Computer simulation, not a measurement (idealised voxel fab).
process module | voxel double patterning
cross-section cut | 190 nm wide | cells 5 nm
A cross-section is a grid of square cells, given in bands from the top down. A band is one or more rows of cells.
Each band's line starts with the height of the band's top and of its bottom, in nm. Then come its materials from left to right, each with its width in nm. One material with "throughout" fills the band from edge to edge. "air" is empty space.
Height 0 is the level under which the wafer as received is all one material. The lowest band goes on downwards, as in "0 down".
A width such as "30 to 40" changes by the same amount from each row of cells to the next, from the band's top row to its bottom row.
"no change" after a step means that no cell of the cross-section changed.
closed voids: empty space of 8 cells or more with no open way to the top, each as width x height at its distance from the left edge, in nm
after a step's settings: what the simulator itself notes on the step
overlay nm, on a step with a mask: how far to the right of its planned place the mask lay; to the left if negative
plan
1 op RECEIVE | material Si
2 op CONFORMAL_DEP | material SiO2 | thk nm 5
3 op DIRECTIONAL_DEP | material polySi | thk nm 10
4 op DIRECTIONAL_DEP | material SiCN | thk nm 5
5 op DIRECTIONAL_DEP | material aC | thk nm 15
6 op PATTERN | tone open | mask id FIRST | material resist | width nm 15 | pitch nm 50 | thk nm 35 | overlay nm 0
7 op DIRECTIONAL_ETCH | etch materials aC | depth nm 15
8 op STRIP | etch materials resist
9 op DIRECTIONAL_ETCH | etch materials SiCN | depth nm 5
10 op STRIP | etch materials aC
11 op MASKED_ETCH | tone open | mask id SECOND | width nm 15 | pitch nm 50 | etch materials SiCN | depth nm 5 | overlay nm 0
12 op DIRECTIONAL_ETCH | etch materials polySi | depth nm 10
13 op STRIP | etch materials SiCN
varied across the wafers: width nm of step 6. The plan shows the first wafer's value. All wafers start alike
first wafer as received, after step 1
  0 down: Si throughout
  closed voids: none
each wafer at the end: cells of each material gained (+) or lost (-) since it was received, then its closed voids
width nm 15 | +38 SiO2 | +46 polySi | closed voids: none
width nm 20 | +38 SiO2 | +40 polySi | closed voids: none
width nm 25 | +38 SiO2 | +34 polySi | closed voids: none
width nm 30 | +38 SiO2 | +28 polySi | closed voids: none
